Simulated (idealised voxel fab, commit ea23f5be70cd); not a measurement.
The following is a process module called voxel ribs on slabs.
285 nm wide, 5 nm square cells: that's cross-section cut.
Heads up, the way a cross-section reads in here is a grid of square cells, handed over as bands from the top down, with every band being one or more rows of cells.
What a band's entry tells you: where the top is and where the bottom is, as heights in nm, and after that what lies inside, material by material from left to right, each with its width in nm. Empty space is written as the word "empty", and a single material marked with the word "edge to edge" occupies the band from edge to edge.
Beneath 0, the wafer as received is one material, and that level is where height counting begins. The lowest band goes on downward without a bottom; it is written like "0 down".
Width: "30 to 40" (first number = top row, second number = bottom row, same change from row to row of cells).
Basically "remained unchanged" means that step didn't change any cell in the cross-section.
Enclosed internal voids: empty space of 8 cells or more with no open way to the top, each as width x height at its distance from the left edge, in nm
That trailing text on a step's line, after the settings, is the simulator's own remark on the step.
overlay nm: mask offset rightward from planned place, masked step; negative means leftward offset.

These are the steps we planned for the process
1,RECEIVE (material Si)
2,DIRECTIONAL_DEP (material SiO2; thk nm 30)
3,DIRECTIONAL_DEP (material SiN; thk nm 15)
4,DIRECTIONAL_DEP (material aC; thk nm 10)
5,PATTERN (tone cover; mask id RIB; material resist; width nm 15; thk nm 25; overlay nm 0)
6,DIRECTIONAL_ETCH (etch materials aC; depth nm 10)
7,STRIP (etch materials resist)
8,DIRECTIONAL_ETCH (etch materials SiN; depth nm 10)
9,STRIP (etch materials aC)
10,PATTERN (tone cover; mask id SLAB; material resist; width nm 45; thk nm 15; overlay nm 0)
11,DIRECTIONAL_ETCH (etch materials SiN; depth nm 5)
12,STRIP (etch materials resist)
13,FILL_DEP (material SiO2; thk nm 25)
14,CMP (height nm 65)
15,DIRECTIONAL_DEP (material W; thk nm 5)
16,MASKED_ETCH (tone cover; mask id HEATER; width nm 25; etch materials W; depth nm 5; overlay nm 0)
17,CONFORMAL_DEP (material SiO2; thk nm 5)

Cross-section of the wafer as it came to us, i.e., already through step 1
	0 down: Si edge to edge
	Enclosed internal voids: none

Here's the cross-section of the first of our two wafers at the end of the module - it ran as planned
	75 to 70: empty=125, SiO2=35, empty=125
	70 to 65: SiO2=130, W=25, SiO2=130
	65 to 45: SiO2 edge to edge
	45 to 35: SiO2=135, SiN=15, SiO2=135
	35 to 30: SiO2=120, SiN=45, SiO2=120
	30 to 0: SiO2 edge to edge
	0 down: Si edge to edge
	Enclosed internal voids: none

Here is the second of the two wafers cut open at the end of the module - same start, same plan as the first one, but we made one mistake running it
	75 to 70: empty=125, SiO2=35, empty=125
	70 to 65: SiO2=130, W=25, SiO2=130
	65 to 60: SiO2 edge to edge
	60 to 50: SiO2=135, SiN=15, SiO2=135
	50 to 45: SiO2=120, SiN=45, SiO2=120
	45 to 30: SiN edge to edge
	30 to 0: SiO2 edge to edge
	0 down: Si edge to edge
	Enclosed internal voids: none
What was the processing mistake? step 3, plan: ran twice
End of process, cell counts, second wafer against first, materials with more or fewer: SiN: 171 more; SiO2: 171 fewer
